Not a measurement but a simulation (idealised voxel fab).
process module | voxel wiring stack
cross-section cut | 235 nm wide | cells 5 nm
A cross-section is a grid of square cells, given in bands from the top down. A band is one or more rows of cells.
Each band's line starts with the height of the band's top and of its bottom, in nm. Then come its materials from left to right, each with its width in nm. One material with "throughout" fills the band from edge to edge. "air" is empty space.
Height 0 is the level under which the wafer as received is all one material. The lowest band goes on downwards, as in "0 down".
A width such as "30 to 40" changes by the same amount from each row of cells to the next, from the band's top row to its bottom row.
"no change" after a step means that no cell of the cross-section changed.
closed voids: empty space of 8 cells or more with no open way to the top, each as width x height at its distance from the left edge, in nm
after a step's settings: what the simulator itself notes on the step
overlay nm, on a step with a mask: how far to the right of its planned place the mask lay; to the left if negative
plan
1 op RECEIVE | material Si
2 op CONFORMAL_DEP | material SiO2 | thk nm 15
3 op DIRECTIONAL_DEP | material TiN | thk nm 5
4 op DIRECTIONAL_DEP | material Ru | thk nm 25
5 op MASKED_ETCH | tone cover | mask id METAL_1 | width nm 20 | pitch nm 45 | etch materials Ru | depth nm 25 | overlay nm 0
6 op MASKED_ETCH | tone cover | mask id METAL_1 | width nm 20 | pitch nm 45 | etch materials TiN | depth nm 5 | overlay nm 0
7 op FILL_DEP | material SiO2 | thk nm 10
8 op CMP | height nm 45
9 op CONFORMAL_DEP | material SiCN | thk nm 5
10 op DIRECTIONAL_DEP | material lowk | thk nm 10
11 op DIRECTIONAL_DEP | material aC | thk nm 15
12 op PATTERN | tone open | mask id PLUG_1 | material resist | width nm 15 | pitch nm 90 | thk nm 35 | overlay nm 0
13 op DIRECTIONAL_ETCH | etch materials aC | depth nm 15
14 op STRIP | etch materials resist
15 op DIRECTIONAL_ETCH | etch materials lowk | depth nm 10
16 op DIRECTIONAL_ETCH | etch materials SiCN | depth nm 5
17 op STRIP | etch materials aC
18 op CONFORMAL_DEP | material TiN | thk nm 5
19 op FILL_DEP | material Cu | thk nm 10
20 op CMP | height nm 60
21 op DIRECTIONAL_DEP | material TiN | thk nm 5
22 op DIRECTIONAL_DEP | material W | thk nm 15
23 op MASKED_ETCH | tone cover | mask id METAL_2 | width nm 20 | pitch nm 45 | etch materials W | depth nm 15 | overlay nm 0
24 op MASKED_ETCH | tone cover | mask id METAL_2 | width nm 20 | pitch nm 45 | etch materials TiN | depth nm 5 | overlay nm 0
25 op CONFORMAL_DEP | material SiCN | thk nm 5
26 op FILL_DEP | material lowk | thk nm 10
27 op CMP | height nm 80
28 op CONFORMAL_DEP | material SiN | thk nm 5
as received, after step 1
  0 down: Si throughout
  closed voids: none
a wafer at the end: this start, this plan, one mistake
  85 to 80: SiN throughout
  80 to 65: lowk 35 | SiCN 5 | W 20 | SiCN 5 | lowk 15 | SiCN 5 | W 20 | SiCN 5 | lowk 15 | SiCN 5 | W 20 | SiCN 5 | lowk 15 | SiCN 5 | W 20 | SiCN 5 | lowk 35
  65 to 60: SiCN 40 | TiN 20 | SiCN 25 | TiN 20 | SiCN 25 | TiN 20 | SiCN 25 | TiN 20 | SiCN 40
  60 to 50: lowk 40 | TiN 5 | Cu 5 | TiN 5 | lowk 75 | TiN 5 | Cu 5 | TiN 5 | lowk 90
  50 to 45: SiCN 40 | TiN 15 | SiCN 75 | TiN 15 | SiCN 90
  45 to 35: SiO2 40 | Ru 20 | SiO2 25 | Ru 20 | SiO2 25 | Ru 20 | SiO2 25 | Ru 20 | SiO2 40
  35 to 30: SiO2 40 | TiN 20 | SiO2 25 | TiN 20 | SiO2 25 | TiN 20 | SiO2 25 | TiN 20 | SiO2 40
  30 to 0: SiO2 throughout
  0 down: Si throughout
  closed voids: none
what went wrong: step 2 was run twice
